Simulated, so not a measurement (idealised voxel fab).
voxel fin reveal: a process module
We display cut, a cross-section 270 nm in width whose square cells are each 5 nm.
Bands, listed from the top down, are how a cross-section gets written in this document; the cross-section itself is a grid of square cells, and a band is one or more rows of them. This entry defines a band. It first specifies the height of the band's top and the height of its bottom in nm, and then specifies the band's materials from left to right, stating each material with its width in nm. The word "full width" identifies a single material that fills the band from edge to edge, while the word "empty" identifies empty space. Where do heights start? At 0: under that level the wafer as delivered is made of one material only. And the lowest band has no floor; it just carries on downward, as in "from 0 down". Note: "30->40" means the width goes from the first number (top row of the band) to the second number (bottom row) in equal steps per row of cells. "stayed the same" means the step left every cell of the cross-section as it was. "Fully sealed voids": empty spaces of 8 cells or more with no open way to the top, each given as width x height at distance, distance from the left edge, all in nm. Past the settings on a step's line: simulator remark, on that step. overlay nm: how far to the right of its planned place the mask lay on this masked step (negative: to the left).
### Here's what the planned process steps look like
step 1: RECEIVE,material Si
step 2: CONFORMAL_DEP,material SiN,thk nm 5
step 3: MASKED_ETCH,tone cover,mask id FINS,width nm 15,pitch nm 40,etch materials SiN,depth nm 5,overlay nm 0
step 4: MASKED_ETCH,tone cover,mask id FINS,width nm 15,pitch nm 40,etch materials Si,depth nm 40,overlay nm 0
step 5: OXIDIZE,depth nm 5
step 6: FILL_DEP,material SiO2,thk nm 10
step 7: CMP,height nm 5
step 8: SELECTIVE_ETCH,etch materials SiO2,depth nm 20
step 9: STRIP,etch materials SiN
step 10: CONFORMAL_DEP,material HfO2,thk nm 5
### Concerning the first of two wafers, which was run in accordance with the plan
### As received (post step 1): cross-section
	from 0 down: Si full width
	Fully sealed voids: none
### Wafer xsec, post step 2
	from 5 to 0: SiN full width
	below 0: unchanged
### Wafer xsec, post step 3
	from 5 to 0: 85 empty / 15 SiN / 25 empty / 15 SiN / 25 empty / 15 SiN / 90 empty
	below 0: unchanged
### Wafer xsec, post step 4
	from 5 to 0: 85 empty / 15 SiN / 25 empty / 15 SiN / 25 empty / 15 SiN / 90 empty
	from 0 to -40: 85 empty / 15 Si / 25 empty / 15 Si / 25 empty / 15 Si / 90 empty
	below -40: unchanged
### Wafer xsec, post step 5
	from 5 to 0: 85 empty / 15 SiN / 25 empty / 15 SiN / 25 empty / 15 SiN / 90 empty
	from 0 to -40: 85 empty / 5 SiO2 / 5 Si / 5 SiO2 / 25 empty / 5 SiO2 / 5 Si / 5 SiO2 / 25 empty / 5 SiO2 / 5 Si / 5 SiO2 / 90 empty
	from -40 to -45: 90 SiO2 / 5 Si / 35 SiO2 / 5 Si / 35 SiO2 / 5 Si / 95 SiO2
	below -45: unchanged
### Wafer xsec, post step 6
	from 15 to 5: SiO2 full width
	from 5 to 0: 85 SiO2 / 15 SiN / 25 SiO2 / 15 SiN / 25 SiO2 / 15 SiN / 90 SiO2
	from 0 to -45: 90 SiO2 / 5 Si / 35 SiO2 / 5 Si / 35 SiO2 / 5 Si / 95 SiO2
	below -45: unchanged
### Wafer xsec, post step 7
	from 5 to 0: 85 SiO2 / 15 SiN / 25 SiO2 / 15 SiN / 25 SiO2 / 15 SiN / 90 SiO2
	below 0: unchanged
### Wafer xsec, post step 8
	from 5 to 0: 85 empty / 15 SiN / 25 empty / 15 SiN / 25 empty / 15 SiN / 90 empty
	from 0 to -15: 90 empty / 5 Si / 35 empty / 5 Si / 35 empty / 5 Si / 95 empty
	below -15: unchanged
### Wafer xsec, post step 9
	from 0 to -15: 90 empty / 5 Si / 35 empty / 5 Si / 35 empty / 5 Si / 95 empty
	below -15: unchanged
### Wafer xsec, post step 10
	from 5 to 0: 85 empty / 15 HfO2 / 25 empty / 15 HfO2 / 25 empty / 15 HfO2 / 90 empty
	from 0 to -10: 85 empty / 5 HfO2 / 5 Si / 5 HfO2 / 25 empty / 5 HfO2 / 5 Si / 5 HfO2 / 25 empty / 5 HfO2 / 5 Si / 5 HfO2 / 90 empty
	from -10 to -15: 90 HfO2 / 5 Si / 35 HfO2 / 5 Si / 35 HfO2 / 5 Si / 95 HfO2
	below -15: unchanged
### It is to be noted that the second wafer proceeded from the same initial state and according to the same plan as the first, although one mistake was committed in its execution; through step 2, inclusive, the two wafers share an identical history
### Second wafer profile in section, at the moment step 3 of the plan was meant to be complete
	from 5 to 0: 85 SiN / 15 empty / 25 SiN / 15 empty / 25 SiN / 15 empty / 90 SiN
	below 0: unchanged
Second wafer profile in section, at the moment step 4 of the plan was meant to be complete: stayed the same
### Second wafer profile in section, at the moment step 5 of the plan was meant to be complete
	from 5 to 0: 85 SiN / 15 empty / 25 SiN / 15 empty / 25 SiN / 15 empty / 90 SiN
	from 0 to -5: 80 Si / 25 SiO2 / 15 Si / 25 SiO2 / 15 Si / 25 SiO2 / 85 Si
	below -5: unchanged
### Second wafer profile in section, at the moment step 6 of the plan was meant to be complete
	from 15 to 5: SiO2 full width
	from 5 to 0: 85 SiN / 15 SiO2 / 25 SiN / 15 SiO2 / 25 SiN / 15 SiO2 / 90 SiN
	below 0: unchanged
### Second wafer profile in section, at the moment step 7 of the plan was meant to be complete
	from 5 to 0: 85 SiN / 15 SiO2 / 25 SiN / 15 SiO2 / 25 SiN / 15 SiO2 / 90 SiN
	below 0: unchanged
### Second wafer profile in section, at the moment step 8 of the plan was meant to be complete
	from 5 to 0: 85 SiN / 15 empty / 25 SiN / 15 empty / 25 SiN / 15 empty / 90 SiN
	from 0 to -5: 80 Si / 25 empty / 15 Si / 25 empty / 15 Si / 25 empty / 85 Si
	below -5: unchanged
### Second wafer profile in section, at the moment step 9 of the plan was meant to be complete
	from 0 to -5: 80 Si / 25 empty / 15 Si / 25 empty / 15 Si / 25 empty / 85 Si
	below -5: unchanged
### Second wafer profile in section, at the moment step 10 of the plan was meant to be complete
	from 5 to 0: 85 HfO2 / 15 empty / 25 HfO2 / 15 empty / 25 HfO2 / 15 empty / 90 HfO2
	from 0 to -5: 80 Si / 25 HfO2 / 15 Si / 25 HfO2 / 15 Si / 25 HfO2 / 85 Si
	below -5: unchanged
Here's what went sideways: rather than as planned, step 3 actually ran as MASKED_ETCH,tone open,mask id FINS,width nm 15,pitch nm 40,etch materials SiN,depth nm 5,overlay nm 0
In the final state, the cell counts of the second wafer exceed or fall short of those of the first for the following materials: HfO2 -12, Si +444, SiO2 -306
